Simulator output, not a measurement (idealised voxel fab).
You're looking at the process module voxel released beams.
Shown is cross-section cut, with a width of 295 nm and square cells of size 5 nm.
If you're reading a cross-section in this doc, picture square cells in a grid; it comes to you as bands, top ones listed first down to the bottom, and a band can be one or more rows of cells. The band entry comprises the height of the band's top followed by the height of its bottom, expressed in nm, and subsequently the band's materials from left to right, each stated together with its width in nm. Where a single material is marked with the word "throughout", that material fills the band from edge to edge. The word "empty" represents empty space. Counting heights begins at 0, where everything beneath is, in the wafer as received, one material. The lowest band has no bottom; it goes on downwards, as "top 0, no bottom" shows. Width: "30..40" (first number = top row, second number = bottom row, same change from row to row of cells). Where the words "stayed the same" appear for a step, the cross-section shows no cell changed by that step; every cell remained as before. In the "Closed empty spaces" entry, you get each enclosed empty space of 8 cells or more, one with no open way to the top, written width x height at distance, distance from the left edge, in nm. On each step's line, the part that comes after the settings is the simulator's own comment on the step. The optional step-line setting "overlay nm" applies to steps with a mask and quantifies how far to the right of its planned location the mask lay, a negative value indicating leftward placement. From here on the document is pairs. In a pair, the cross-section before one process step comes with the cross-section after it, and the latter goes no deeper than the lowest band that changed. What lies in between, the step and its settings, is written under the pair. A pair may be from a different run of this module on the same starting wafer than the pair above it, so it continues from that pair only where its entry headed "Pre-step cross-section" says so.

-- Pre-step cross-section
* top 0, no bottom: Si throughout
* Closed empty spaces: none

-- after
* top 5, bottom 0: Al2O3 throughout
* Nothing below the height 0 has changed.
* Closed empty spaces: none
Between before and after above, the operation and settings are CONFORMAL_DEP: material Al2O3, thk nm 5

Pre-step cross-section: the wafer arrives at this step looking as the after cross-section in the pair just above shows it.

-- after
* top 20, bottom 5: SiO2 throughout
* Nothing below the height 5 has changed.
* Closed empty spaces: none
Between before and after above, the operation and settings are DIRECTIONAL_DEP: material SiO2, thk nm 15

Pre-step cross-section: the wafer arrives at this step looking as the after cross-section in the pair just above shows it.

-- after
* top 35, bottom 20: aC throughout
* Nothing below the height 20 has changed.
* Closed empty spaces: none
Between before and after above, the operation and settings are DIRECTIONAL_DEP: material aC, thk nm 15

Pre-step cross-section: the wafer arrives at this step looking as the after cross-section in the pair just above shows it.

-- after
* top 70, bottom 35: 100 nm resist, 40 nm empty, 155 nm resist
* Nothing below the height 35 has changed.
* Closed empty spaces: none
Between before and after above, the operation and settings are PATTERN: tone open, mask id ANCHOR, material resist, width nm 40, thk nm 35, overlay nm 0

Pre-step cross-section: the wafer arrives at this step looking as the after cross-section in the pair just above shows it.

-- after
* top 55, bottom 35: 100 nm resist, 40 nm empty, 155 nm resist
* top 35, bottom 20: 100 nm aC, 40 nm empty, 155 nm aC
* Nothing below the height 20 has changed.
* Closed empty spaces: none
Between before and after above, the operation and settings are DIRECTIONAL_ETCH: etch materials aC, depth nm 15

Pre-step cross-section: the wafer arrives at this step looking as the after cross-section in the pair just above shows it.

-- after
* top 35, bottom 20: 100 nm aC, 40 nm empty, 155 nm aC
* Nothing below the height 20 has changed.
* Closed empty spaces: none
Between before and after above, the operation and settings are STRIP: etch materials resist

Pre-step cross-section: the wafer arrives at this step looking as the after cross-section in the pair just above shows it.

-- after
* top 35, bottom 20: 100 nm aC, 40 nm empty, 155 nm aC
* top 20, bottom 5: 100 nm SiO2, 40 nm empty, 155 nm SiO2
* Nothing below the height 5 has changed.
* Closed empty spaces: none
Between before and after above, the operation and settings are DIRECTIONAL_ETCH: etch materials SiO2, depth nm 15

Pre-step cross-section: the wafer arrives at this step looking as the after cross-section in the pair just above shows it.

-- after
* top 20, bottom 5: 100 nm SiO2, 40 nm empty, 155 nm SiO2
* Nothing below the height 5 has changed.
* Closed empty spaces: none
Between before and after above, the operation and settings are STRIP: etch materials aC

Pre-step cross-section: the wafer arrives at this step looking as the after cross-section in the pair just above shows it.

-- after
* top 35, bottom 20: 115 nm SiN, 10 nm empty, 170 nm SiN
* top 20, bottom 5: 100 nm SiO2, 40 nm SiN, 155 nm SiO2
* Nothing below the height 5 has changed.
* Closed empty spaces: none
Between before and after above, the operation and settings are CONFORMAL_DEP: material SiN, thk nm 15

Pre-step cross-section: the wafer arrives at this step looking as the after cross-section in the pair just above shows it.

-- after
* top 50, bottom 35: 115 nm aC, 10 nm empty, 170 nm aC
* top 35, bottom 20: 115 nm SiN, 10 nm aC, 170 nm SiN
* Nothing below the height 20 has changed.
* Closed empty spaces: none
Between before and after above, the operation and settings are DIRECTIONAL_DEP: material aC, thk nm 15

Pre-step cross-section: the wafer arrives at this step looking as the after cross-section in the pair just above shows it.

-- after
* top 80, bottom 50: 95 nm empty, 95 nm resist, 105 nm empty
* top 50, bottom 35: 115 nm aC, 10 nm resist, 170 nm aC
* Nothing below the height 35 has changed.
* Closed empty spaces: none
Between before and after above, the operation and settings are PATTERN: tone cover, mask id BEAM, material resist, width nm 95, thk nm 30, overlay nm 0

Pre-step cross-section: the wafer arrives at this step looking as the after cross-section in the pair just above shows it.

-- after
* top 65, bottom 50: 95 nm empty, 95 nm resist, 105 nm empty
* top 50, bottom 35: 95 nm empty, 20 nm aC, 10 nm resist, 65 nm aC, 105 nm empty
* Nothing below the height 35 has changed.
* Closed empty spaces: none
Between before and after above, the operation and settings are DIRECTIONAL_ETCH: etch materials aC, depth nm 15

Pre-step cross-section: the wafer arrives at this step looking as the after cross-section in the pair just above shows it.

-- after
* top 50, bottom 35: 95 nm empty, 20 nm aC, 10 nm empty, 65 nm aC, 105 nm empty
* Nothing below the height 35 has changed.
* Closed empty spaces: none
Between before and after above, the operation and settings are STRIP: etch materials resist

Pre-step cross-section: the wafer arrives at this step looking as the after cross-section in the pair just above shows it.

-- after
* top 50, bottom 35: 95 nm empty, 20 nm aC, 10 nm empty, 65 nm aC, 105 nm empty
* top 35, bottom 20: 95 nm empty, 20 nm SiN, 10 nm aC, 65 nm SiN, 105 nm empty
* Nothing below the height 20 has changed.
* Closed empty spaces: none
Between before and after above, the operation and settings are DIRECTIONAL_ETCH: etch materials SiN, depth nm 15

Pre-step cross-section: the wafer arrives at this step looking as the after cross-section in the pair just above shows it.

-- after
* top 35, bottom 20: 95 nm empty, 20 nm SiN, 10 nm empty, 65 nm SiN, 105 nm empty
* Nothing below the height 20 has changed.
* Closed empty spaces: none
Between before and after above, the operation and settings are STRIP: etch materials aC

Pre-step cross-section: the wafer arrives at this step looking as the after cross-section in the pair just above shows it.

-- after
* top 35, bottom 20: 95 nm empty, 20 nm SiN, 10 nm empty, 65 nm SiN, 105 nm empty
* top 20, bottom 5: 100 nm empty, 40 nm SiN, 155 nm empty
* Nothing below the height 5 has changed.
* Closed empty spaces: none
Between before and after above, the operation and settings are STRIP: etch materials SiO2

-- Pre-step cross-section
* top 0, no bottom: Si throughout
* Closed empty spaces: none

-- after
* top 15, bottom 0: SiO2 throughout
* Nothing below the height 0 has changed.
* Closed empty spaces: none
Between before and after above, the operation and settings are DIRECTIONAL_DEP: material SiO2, thk nm 15

Pre-step cross-section: the wafer arrives at this step looking as the after cross-section in the pair just above shows it.

-- after
* top 30, bottom 15: aC throughout
* Nothing below the height 15 has changed.
* Closed empty spaces: none
Between before and after above, the operation and settings are DIRECTIONAL_DEP: material aC, thk nm 15

Pre-step cross-section: the wafer arrives at this step looking as the after cross-section in the pair just above shows it.

-- after
* top 65, bottom 30: 100 nm resist, 40 nm empty, 155 nm resist
* Nothing below the height 30 has changed.
* Closed empty spaces: none
Between before and after above, the operation and settings are PATTERN: tone open, mask id ANCHOR, material resist, width nm 40, thk nm 35, overlay nm 0

Pre-step cross-section: the wafer arrives at this step looking as the after cross-section in the pair just above shows it.

-- after
* top 50, bottom 30: 100 nm resist, 40 nm empty, 155 nm resist
* top 30, bottom 15: 100 nm aC, 40 nm empty, 155 nm aC
* Nothing below the height 15 has changed.
* Closed empty spaces: none
Between before and after above, the operation and settings are DIRECTIONAL_ETCH: etch materials aC, depth nm 15

Pre-step cross-section: the wafer arrives at this step looking as the after cross-section in the pair just above shows it.

-- after
* top 30, bottom 15: 100 nm aC, 40 nm empty, 155 nm aC
* Nothing below the height 15 has changed.
* Closed empty spaces: none
Between before and after above, the operation and settings are STRIP: etch materials resist

Pre-step cross-section: the wafer arrives at this step looking as the after cross-section in the pair just above shows it.

-- after
* top 30, bottom 15: 100 nm aC, 40 nm empty, 155 nm aC
* top 15, bottom 0: 100 nm SiO2, 40 nm empty, 155 nm SiO2
* Nothing below the height 0 has changed.
* Closed empty spaces: none
Between before and after above, the operation and settings are DIRECTIONAL_ETCH: etch materials SiO2, depth nm 15

Pre-step cross-section: the wafer arrives at this step looking as the after cross-section in the pair just above shows it.

-- after
* top 15, bottom 0: 100 nm SiO2, 40 nm empty, 155 nm SiO2
* Nothing below the height 0 has changed.
* Closed empty spaces: none
Between before and after above, the operation and settings are STRIP: etch materials aC

Pre-step cross-section: the wafer arrives at this step looking as the after cross-section in the pair just above shows it.

-- after
* top 30, bottom 15: 115 nm SiN, 10 nm empty, 170 nm SiN
* top 15, bottom 0: 100 nm SiO2, 40 nm SiN, 155 nm SiO2
* Nothing below the height 0 has changed.
* Closed empty spaces: none
Between before and after above, the operation and settings are CONFORMAL_DEP: material SiN, thk nm 15

Pre-step cross-section: the wafer arrives at this step looking as the after cross-section in the pair just above shows it.

-- after
* top 45, bottom 30: 115 nm aC, 10 nm empty, 170 nm aC
* top 30, bottom 15: 115 nm SiN, 10 nm aC, 170 nm SiN
* Nothing below the height 15 has changed.
* Closed empty spaces: none
Between before and after above, the operation and settings are DIRECTIONAL_DEP: material aC, thk nm 15

Pre-step cross-section: the wafer arrives at this step looking as the after cross-section in the pair just above shows it.

-- after
* top 75, bottom 45: 95 nm empty, 95 nm resist, 105 nm empty
* top 45, bottom 30: 115 nm aC, 10 nm resist, 170 nm aC
* Nothing below the height 30 has changed.
* Closed empty spaces: none
Between before and after above, the operation and settings are PATTERN: tone cover, mask id BEAM, material resist, width nm 95, thk nm 30, overlay nm 0

Pre-step cross-section: the wafer arrives at this step looking as the after cross-section in the pair just above shows it.

-- after
* top 60, bottom 45: 95 nm empty, 95 nm resist, 105 nm empty
* top 45, bottom 30: 95 nm empty, 20 nm aC, 10 nm resist, 65 nm aC, 105 nm empty
* Nothing below the height 30 has changed.
* Closed empty spaces: none
Between before and after above, the operation and settings are DIRECTIONAL_ETCH: etch materials aC, depth nm 15

Pre-step cross-section: the wafer arrives at this step looking as the after cross-section in the pair just above shows it.

-- after
* top 45, bottom 30: 95 nm empty, 20 nm aC, 10 nm empty, 65 nm aC, 105 nm empty
* Nothing below the height 30 has changed.
* Closed empty spaces: none
Between before and after above, the operation and settings are STRIP: etch materials resist

Pre-step cross-section: the wafer arrives at this step looking as the after cross-section in the pair just above shows it.

-- after
* top 45, bottom 30: 95 nm empty, 20 nm aC, 10 nm empty, 65 nm aC, 105 nm empty
* top 30, bottom 15: 95 nm empty, 20 nm SiN, 10 nm aC, 65 nm SiN, 105 nm empty
* Nothing below the height 15 has changed.
* Closed empty spaces: none
Between before and after above, the operation and settings are DIRECTIONAL_ETCH: etch materials SiN, depth nm 15

Pre-step cross-section: the wafer arrives at this step looking as the after cross-section in the pair just above shows it.

-- after
* top 30, bottom 15: 95 nm empty, 20 nm SiN, 10 nm empty, 65 nm SiN, 105 nm empty
* Nothing below the height 15 has changed.
* Closed empty spaces: none
Between before and after above, the operation and settings are STRIP: etch materials aC

Pre-step cross-section: the wafer arrives at this step looking as the after cross-section in the pair just above shows it.

-- after
* top 30, bottom 15: 95 nm empty, 20 nm SiN, 10 nm empty, 65 nm SiN, 105 nm empty
* top 15, bottom 0: 100 nm empty, 40 nm SiN, 155 nm empty
* Nothing below the height 0 has changed.
* Closed empty spaces: none
Between before and after above, the operation and settings are STRIP: etch materials SiO2

-- Pre-step cross-section
* top 35, bottom 20: 115 nm SiN, 10 nm empty, 170 nm SiN
* top 20, bottom 5: 100 nm SiO2, 40 nm SiN, 155 nm SiO2
* top 5, bottom 0: Al2O3 throughout
* top 0, no bottom: Si throughout
* Closed empty spaces: none

-- after
* top 50, bottom 20: SiN throughout
* Nothing below the height 20 has changed.
* Closed empty spaces: none
Between before and after above, the operation and settings are CONFORMAL_DEP: material SiN, thk nm 15

Pre-step cross-section: the wafer arrives at this step looking as the after cross-section in the pair just above shows it.

-- after
* top 65, bottom 50: aC throughout
* Nothing below the height 50 has changed.
* Closed empty spaces: none
Between before and after above, the operation and settings are DIRECTIONAL_DEP: material aC, thk nm 15

Pre-step cross-section: the wafer arrives at this step looking as the after cross-section in the pair just above shows it.

-- after
* top 95, bottom 65: 95 nm empty, 95 nm resist, 105 nm empty
* Nothing below the height 65 has changed.
* Closed empty spaces: none
Between before and after above, the operation and settings are PATTERN: tone cover, mask id BEAM, material resist, width nm 95, thk nm 30, overlay nm 0

Pre-step cross-section: the wafer arrives at this step looking as the after cross-section in the pair just above shows it.

-- after
* top 80, bottom 65: 95 nm empty, 95 nm resist, 105 nm empty
* top 65, bottom 50: 95 nm empty, 95 nm aC, 105 nm empty
* Nothing below the height 50 has changed.
* Closed empty spaces: none
Between before and after above, the operation and settings are DIRECTIONAL_ETCH: etch materials aC, depth nm 15

Pre-step cross-section: the wafer arrives at this step looking as the after cross-section in the pair just above shows it.

-- after
* top 65, bottom 50: 95 nm empty, 95 nm aC, 105 nm empty
* Nothing below the height 50 has changed.
* Closed empty spaces: none
Between before and after above, the operation and settings are STRIP: etch materials resist

Pre-step cross-section: the wafer arrives at this step looking as the after cross-section in the pair just above shows it.

-- after
* top 65, bottom 50: 95 nm empty, 95 nm aC, 105 nm empty
* top 50, bottom 35: 95 nm empty, 95 nm SiN, 105 nm empty
* Nothing below the height 35 has changed.
* Closed empty spaces: none
Between before and after above, the operation and settings are DIRECTIONAL_ETCH: etch materials SiN, depth nm 15

Pre-step cross-section: the wafer arrives at this step looking as the after cross-section in the pair just above shows it.

-- after
* top 50, bottom 35: 95 nm empty, 95 nm SiN, 105 nm empty
* Nothing below the height 35 has changed.
* Closed empty spaces: none
Between before and after above, the operation and settings are STRIP: etch materials aC

-- Pre-step cross-section
* top 15, bottom 0: SiO2 throughout
* top 0, no bottom: Si throughout
* Closed empty spaces: none

-- after
* top 20, bottom 15: Al2O3 throughout
* Nothing below the height 15 has changed.
* Closed empty spaces: none
Between before and after above, the operation and settings are CONFORMAL_DEP: material Al2O3, thk nm 5

Pre-step cross-section: the wafer arrives at this step looking as the after cross-section in the pair just above shows it.

-- after
* top 35, bottom 20: aC throughout
* Nothing below the height 20 has changed.
* Closed empty spaces: none
Between before and after above, the operation and settings are DIRECTIONAL_DEP: material aC, thk nm 15

Pre-step cross-section: the wafer arrives at this step looking as the after cross-section in the pair just above shows it.

-- after
* top 70, bottom 35: 100 nm resist, 40 nm empty, 155 nm resist
* Nothing below the height 35 has changed.
* Closed empty spaces: none
Between before and after above, the operation and settings are PATTERN: tone open, mask id ANCHOR, material resist, width nm 40, thk nm 35, overlay nm 0

Pre-step cross-section: the wafer arrives at this step looking as the after cross-section in the pair just above shows it.

-- after
* top 55, bottom 35: 100 nm resist, 40 nm empty, 155 nm resist
* top 35, bottom 20: 100 nm aC, 40 nm empty, 155 nm aC
* Nothing below the height 20 has changed.
* Closed empty spaces: none
Between before and after above, the operation and settings are DIRECTIONAL_ETCH: etch materials aC, depth nm 15

Pre-step cross-section: the wafer arrives at this step looking as the after cross-section in the pair just above shows it.

-- after
* top 35, bottom 20: 100 nm aC, 40 nm empty, 155 nm aC
* Nothing below the height 20 has changed.
* Closed empty spaces: none
Between before and after above, the operation and settings are STRIP: etch materials resist

Pre-step cross-section: the wafer arrives at this step looking as the after cross-section in the pair just above shows it.

-- after
* top 20, bottom 15: Al2O3 throughout
* Nothing below the height 15 has changed.
* Closed empty spaces: none
Between before and after above, the operation and settings are STRIP: etch materials aC

Pre-step cross-section: the wafer arrives at this step looking as the after cross-section in the pair just above shows it.

-- after
* top 35, bottom 20: SiN throughout
* Nothing below the height 20 has changed.
* Closed empty spaces: none
Between before and after above, the operation and settings are CONFORMAL_DEP: material SiN, thk nm 15

Pre-step cross-section: the wafer arrives at this step looking as the after cross-section in the pair just above shows it.

-- after
* top 50, bottom 35: aC throughout
* Nothing below the height 35 has changed.
* Closed empty spaces: none
Between before and after above, the operation and settings are DIRECTIONAL_DEP: material aC, thk nm 15

Pre-step cross-section: the wafer arrives at this step looking as the after cross-section in the pair just above shows it.

-- after
* top 80, bottom 50: 95 nm empty, 95 nm resist, 105 nm empty
* Nothing below the height 50 has changed.
* Closed empty spaces: none
Between before and after above, the operation and settings are PATTERN: tone cover, mask id BEAM, material resist, width nm 95, thk nm 30, overlay nm 0

Pre-step cross-section: the wafer arrives at this step looking as the after cross-section in the pair just above shows it.

-- after
* top 65, bottom 50: 95 nm empty, 95 nm resist, 105 nm empty
* top 50, bottom 35: 95 nm empty, 95 nm aC, 105 nm empty
* Nothing below the height 35 has changed.
* Closed empty spaces: none
Between before and after above, the operation and settings are DIRECTIONAL_ETCH: etch materials aC, depth nm 15

Pre-step cross-section: the wafer arrives at this step looking as the after cross-section in the pair just above shows it.

-- after
* top 50, bottom 35: 95 nm empty, 95 nm aC, 105 nm empty
* Nothing below the height 35 has changed.
* Closed empty spaces: none
Between before and after above, the operation and settings are STRIP: etch materials resist

Pre-step cross-section: the wafer arrives at this step looking as the after cross-section in the pair just above shows it.

-- after
* top 50, bottom 35: 95 nm empty, 95 nm aC, 105 nm empty
* top 35, bottom 20: 95 nm empty, 95 nm SiN, 105 nm empty
* Nothing below the height 20 has changed.
* Closed empty spaces: none
Between before and after above, the operation and settings are DIRECTIONAL_ETCH: etch materials SiN, depth nm 15

Pre-step cross-section: the wafer arrives at this step looking as the after cross-section in the pair just above shows it.

-- after
* top 35, bottom 20: 95 nm empty, 95 nm SiN, 105 nm empty
* Nothing below the height 20 has changed.
* Closed empty spaces: none
Between before and after above, the operation and settings are STRIP: etch materials aC

-- Pre-step cross-section
* top 50, bottom 35: 95 nm empty, 20 nm aC, 10 nm empty, 65 nm aC, 105 nm empty
* top 35, bottom 20: 115 nm SiN, 10 nm aC, 170 nm SiN
* top 20, bottom 5: 100 nm SiO2, 40 nm SiN, 155 nm SiO2
* top 5, bottom 0: Al2O3 throughout
* top 0, no bottom: Si throughout
* Closed empty spaces: none

-- after
* top 50, bottom 35: 95 nm empty, 20 nm aC, 10 nm empty, 65 nm aC, 105 nm empty
* top 35, bottom 30: 95 nm empty, 20 nm SiN, 10 nm aC, 65 nm SiN, 105 nm empty
* Nothing below the height 30 has changed.
* Closed empty spaces: none
Between before and after above, the operation and settings are DIRECTIONAL_ETCH: etch materials SiN, depth nm 5

Pre-step cross-section: the wafer arrives at this step looking as the after cross-section in the pair just above shows it.

-- after
* top 35, bottom 30: 95 nm empty, 20 nm SiN, 10 nm empty, 65 nm SiN, 105 nm empty
* top 30, bottom 20: 115 nm SiN, 10 nm empty, 170 nm SiN
* Nothing below the height 20 has changed.
* Closed empty spaces: none
Between before and after above, the operation and settings are STRIP: etch materials aC

-- Pre-step cross-section
* top 35, bottom 20: aC throughout
* top 20, bottom 5: SiO2 throughout
* top 5, bottom 0: Al2O3 throughout
* top 0, no bottom: Si throughout
* Closed empty spaces: none

-- after
* top 70, bottom 35: 100 nm resist, 45 nm empty, 150 nm resist
* Nothing below the height 35 has changed.
* Closed empty spaces: none
Between before and after above, the operation and settings are PATTERN: tone open, mask id ANCHOR, material resist, width nm 45, thk nm 35, overlay nm 0

Pre-step cross-section: the wafer arrives at this step looking as the after cross-section in the pair just above shows it.

-- after
* top 55, bottom 35: 100 nm resist, 45 nm empty, 150 nm resist
* top 35, bottom 20: 100 nm aC, 45 nm empty, 150 nm aC
* Nothing below the height 20 has changed.
* Closed empty spaces: none
Between before and after above, the operation and settings are DIRECTIONAL_ETCH: etch materials aC, depth nm 15

Pre-step cross-section: the wafer arrives at this step looking as the after cross-section in the pair just above shows it.

-- after
* top 35, bottom 20: 100 nm aC, 45 nm empty, 150 nm aC
* Nothing below the height 20 has changed.
* Closed empty spaces: none
Between before and after above, the operation and settings are STRIP: etch materials resist

Pre-step cross-section: the wafer arrives at this step looking as the after cross-section in the pair just above shows it.

-- after
* top 35, bottom 20: 100 nm aC, 45 nm empty, 150 nm aC
* top 20, bottom 5: 100 nm SiO2, 45 nm empty, 150 nm SiO2
* Nothing below the height 5 has changed.
* Closed empty spaces: none
Between before and after above, the operation and settings are DIRECTIONAL_ETCH: etch materials SiO2, depth nm 15

Pre-step cross-section: the wafer arrives at this step looking as the after cross-section in the pair just above shows it.

-- after
* top 20, bottom 5: 100 nm SiO2, 45 nm empty, 150 nm SiO2
* Nothing below the height 5 has changed.
* Closed empty spaces: none
Between before and after above, the operation and settings are STRIP: etch materials aC

Pre-step cross-section: the wafer arrives at this step looking as the after cross-section in the pair just above shows it.

-- after
* top 35, bottom 20: 115 nm SiN, 15 nm empty, 165 nm SiN
* top 20, bottom 5: 100 nm SiO2, 45 nm SiN, 150 nm SiO2
* Nothing below the height 5 has changed.
* Closed empty spaces: none
Between before and after above, the operation and settings are CONFORMAL_DEP: material SiN, thk nm 15

Pre-step cross-section: the wafer arrives at this step looking as the after cross-section in the pair just above shows it.

-- after
* top 50, bottom 35: 115 nm aC, 15 nm empty, 165 nm aC
* top 35, bottom 20: 115 nm SiN, 15 nm aC, 165 nm SiN
* Nothing below the height 20 has changed.
* Closed empty spaces: none
Between before and after above, the operation and settings are DIRECTIONAL_DEP: material aC, thk nm 15

Pre-step cross-section: the wafer arrives at this step looking as the after cross-section in the pair just above shows it.

-- after
* top 80, bottom 50: 95 nm empty, 95 nm resist, 105 nm empty
* top 50, bottom 35: 115 nm aC, 15 nm resist, 165 nm aC
* Nothing below the height 35 has changed.
* Closed empty spaces: none
Between before and after above, the operation and settings are PATTERN: tone cover, mask id BEAM, material resist, width nm 95, thk nm 30, overlay nm 0

Pre-step cross-section: the wafer arrives at this step looking as the after cross-section in the pair just above shows it.

-- after
* top 65, bottom 50: 95 nm empty, 95 nm resist, 105 nm empty
* top 50, bottom 35: 95 nm empty, 20 nm aC, 15 nm resist, 60 nm aC, 105 nm empty
* Nothing below the height 35 has changed.
* Closed empty spaces: none
Between before and after above, the operation and settings are DIRECTIONAL_ETCH: etch materials aC, depth nm 15

Pre-step cross-section: the wafer arrives at this step looking as the after cross-section in the pair just above shows it.

-- after
* top 50, bottom 35: 95 nm empty, 20 nm aC, 15 nm empty, 60 nm aC, 105 nm empty
* Nothing below the height 35 has changed.
* Closed empty spaces: none
Between before and after above, the operation and settings are STRIP: etch materials resist

Pre-step cross-section: the wafer arrives at this step looking as the after cross-section in the pair just above shows it.

-- after
* top 50, bottom 35: 95 nm empty, 20 nm aC, 15 nm empty, 60 nm aC, 105 nm empty
* top 35, bottom 20: 95 nm empty, 20 nm SiN, 15 nm aC, 60 nm SiN, 105 nm empty
* Nothing below the height 20 has changed.
* Closed empty spaces: none
Between before and after above, the operation and settings are DIRECTIONAL_ETCH: etch materials SiN, depth nm 15

Pre-step cross-section: the wafer arrives at this step looking as the after cross-section in the pair just above shows it.

-- after
* top 35, bottom 20: 95 nm empty, 20 nm SiN, 15 nm empty, 60 nm SiN, 105 nm empty
* Nothing below the height 20 has changed.
* Closed empty spaces: none
Between before and after above, the operation and settings are STRIP: etch materials aC

Pre-step cross-section: the wafer arrives at this step looking as the after cross-section in the pair just above shows it.

-- after
* top 35, bottom 20: 95 nm empty, 20 nm SiN, 15 nm empty, 60 nm SiN, 105 nm empty
* top 20, bottom 5: 100 nm empty, 45 nm SiN, 150 nm empty
* Nothing below the height 5 has changed.
* Closed empty spaces: none
Between before and after above, the operation and settings are STRIP: etch materials SiO2

-- Pre-step cross-section
* top 50, bottom 35: 115 nm aC, 10 nm empty, 170 nm aC
* top 35, bottom 20: 115 nm SiN, 10 nm aC, 170 nm SiN
* top 20, bottom 5: 100 nm SiO2, 40 nm SiN, 155 nm SiO2
* top 5, bottom 0: Al2O3 throughout
* top 0, no bottom: Si throughout
* Closed empty spaces: none

-- after
* top 80, bottom 50: 85 nm empty, 95 nm resist, 115 nm empty
* top 50, bottom 35: 115 nm aC, 10 nm resist, 170 nm aC
* Nothing below the height 35 has changed.
* Closed empty spaces: none
Between before and after above, the operation and settings are PATTERN: tone cover, mask id BEAM, material resist, width nm 95, thk nm 30, overlay nm -10

Pre-step cross-section: the wafer arrives at this step looking as the after cross-section in the pair just above shows it.

-- after
* top 65, bottom 50: 85 nm empty, 95 nm resist, 115 nm empty
* top 50, bottom 35: 85 nm empty, 30 nm aC, 10 nm resist, 55 nm aC, 115 nm empty
* Nothing below the height 35 has changed.
* Closed empty spaces: none
Between before and after above, the operation and settings are DIRECTIONAL_ETCH: etch materials aC, depth nm 15

Pre-step cross-section: the wafer arrives at this step looking as the after cross-section in the pair just above shows it.

-- after
* top 50, bottom 35: 85 nm empty, 30 nm aC, 10 nm empty, 55 nm aC, 115 nm empty
* Nothing below the height 35 has changed.
* Closed empty spaces: none
Between before and after above, the operation and settings are STRIP: etch materials resist

Pre-step cross-section: the wafer arrives at this step looking as the after cross-section in the pair just above shows it.

-- after
* top 50, bottom 35: 85 nm empty, 30 nm aC, 10 nm empty, 55 nm aC, 115 nm empty
* top 35, bottom 20: 85 nm empty, 30 nm SiN, 10 nm aC, 55 nm SiN, 115 nm empty
* Nothing below the height 20 has changed.
* Closed empty spaces: none
Between before and after above, the operation and settings are DIRECTIONAL_ETCH: etch materials SiN, depth nm 15

Pre-step cross-section: the wafer arrives at this step looking as the after cross-section in the pair just above shows it.

-- after
* top 35, bottom 20: 85 nm empty, 30 nm SiN, 10 nm empty, 55 nm SiN, 115 nm empty
* Nothing below the height 20 has changed.
* Closed empty spaces: none
Between before and after above, the operation and settings are STRIP: etch materials aC

Pre-step cross-section: the wafer arrives at this step looking as the after cross-section in the pair just above shows it.

-- after
* top 35, bottom 20: 85 nm empty, 30 nm SiN, 10 nm empty, 55 nm SiN, 115 nm empty
* top 20, bottom 5: 100 nm empty, 40 nm SiN, 155 nm empty
* Nothing below the height 5 has changed.
* Closed empty spaces: none
Between before and after above, the operation and settings are STRIP: etch materials SiO2

-- Pre-step cross-section
* top 20, bottom 5: SiO2 throughout
* top 5, bottom 0: Al2O3 throughout
* top 0, no bottom: Si throughout
* Closed empty spaces: none

-- after
* top 35, bottom 20: Al2O3 throughout
* Nothing below the height 20 has changed.
* Closed empty spaces: none
Between before and after above, the operation and settings are DIRECTIONAL_DEP: material Al2O3, thk nm 15

Pre-step cross-section: the wafer arrives at this step looking as the after cross-section in the pair just above shows it.

-- after
* top 70, bottom 35: 100 nm resist, 40 nm empty, 155 nm resist
* Nothing below the height 35 has changed.
* Closed empty spaces: none
Between before and after above, the operation and settings are PATTERN: tone open, mask id ANCHOR, material resist, width nm 40, thk nm 35, overlay nm 0

Pre-step cross-section: the wafer arrives at this step looking as the after cross-section in the pair just above shows it.

-- after
* top 55, bottom 35: 100 nm resist, 40 nm empty, 155 nm resist
* Nothing below the height 35 has changed.
* Closed empty spaces: none
Between before and after above, the operation and settings are DIRECTIONAL_ETCH: etch materials aC, depth nm 15

Pre-step cross-section: the wafer arrives at this step looking as the after cross-section in the pair just above shows it.

-- after
* top 35, bottom 20: Al2O3 throughout
* Nothing below the height 20 has changed.
* Closed empty spaces: none
Between before and after above, the operation and settings are STRIP: etch materials resist

Pre-step cross-section: the wafer arrives at this step looking as the after cross-section in the pair just above shows it.

-- after
* top 50, bottom 35: SiN throughout
* Nothing below the height 35 has changed.
* Closed empty spaces: none
Between before and after above, the operation and settings are CONFORMAL_DEP: material SiN, thk nm 15

Pre-step cross-section: the wafer arrives at this step looking as the after cross-section in the pair just above shows it.

-- after
* top 65, bottom 50: aC throughout
* Nothing below the height 50 has changed.
* Closed empty spaces: none
Between before and after above, the operation and settings are DIRECTIONAL_DEP: material aC, thk nm 15

Pre-step cross-section: the wafer arrives at this step looking as the after cross-section in the pair just above shows it.

-- after
* top 95, bottom 65: 95 nm empty, 95 nm resist, 105 nm empty
* Nothing below the height 65 has changed.
* Closed empty spaces: none
Between before and after above, the operation and settings are PATTERN: tone cover, mask id BEAM, material resist, width nm 95, thk nm 30, overlay nm 0

Pre-step cross-section: the wafer arrives at this step looking as the after cross-section in the pair just above shows it.

-- after
* top 80, bottom 65: 95 nm empty, 95 nm resist, 105 nm empty
* top 65, bottom 50: 95 nm empty, 95 nm aC, 105 nm empty
* Nothing below the height 50 has changed.
* Closed empty spaces: none
Between before and after above, the operation and settings are DIRECTIONAL_ETCH: etch materials aC, depth nm 15

Pre-step cross-section: the wafer arrives at this step looking as the after cross-section in the pair just above shows it.

-- after
* top 65, bottom 50: 95 nm empty, 95 nm aC, 105 nm empty
* Nothing below the height 50 has changed.
* Closed empty spaces: none
Between before and after above, the operation and settings are STRIP: etch materials resist

Pre-step cross-section: the wafer arrives at this step looking as the after cross-section in the pair just above shows it.

-- after
* top 65, bottom 50: 95 nm empty, 95 nm aC, 105 nm empty
* top 50, bottom 35: 95 nm empty, 95 nm SiN, 105 nm empty
* Nothing below the height 35 has changed.
* Closed empty spaces: none
Between before and after above, the operation and settings are DIRECTIONAL_ETCH: etch materials SiN, depth nm 15

Pre-step cross-section: the wafer arrives at this step looking as the after cross-section in the pair just above shows it.

-- after
* top 50, bottom 35: 95 nm empty, 95 nm SiN, 105 nm empty
* Nothing below the height 35 has changed.
* Closed empty spaces: none
Between before and after above, the operation and settings are STRIP: etch materials aC

-- Pre-step cross-section
* top 35, bottom 20: aC throughout
* top 20, bottom 5: SiO2 throughout
* top 5, bottom 0: Al2O3 throughout
* top 0, no bottom: Si throughout
* Closed empty spaces: none

-- after
* top 70, bottom 35: 100 nm empty, 40 nm resist, 155 nm empty
* Nothing below the height 35 has changed.
* Closed empty spaces: none
Between before and after above, the operation and settings are PATTERN: tone cover, mask id ANCHOR, material resist, width nm 40, thk nm 35, overlay nm 0

Pre-step cross-section: the wafer arrives at this step looking as the after cross-section in the pair just above shows it.

-- after
* top 55, bottom 35: 100 nm empty, 40 nm resist, 155 nm empty
* top 35, bottom 20: 100 nm empty, 40 nm aC, 155 nm empty
* Nothing below the height 20 has changed.
* Closed empty spaces: none
Between before and after above, the operation and settings are DIRECTIONAL_ETCH: etch materials aC, depth nm 15
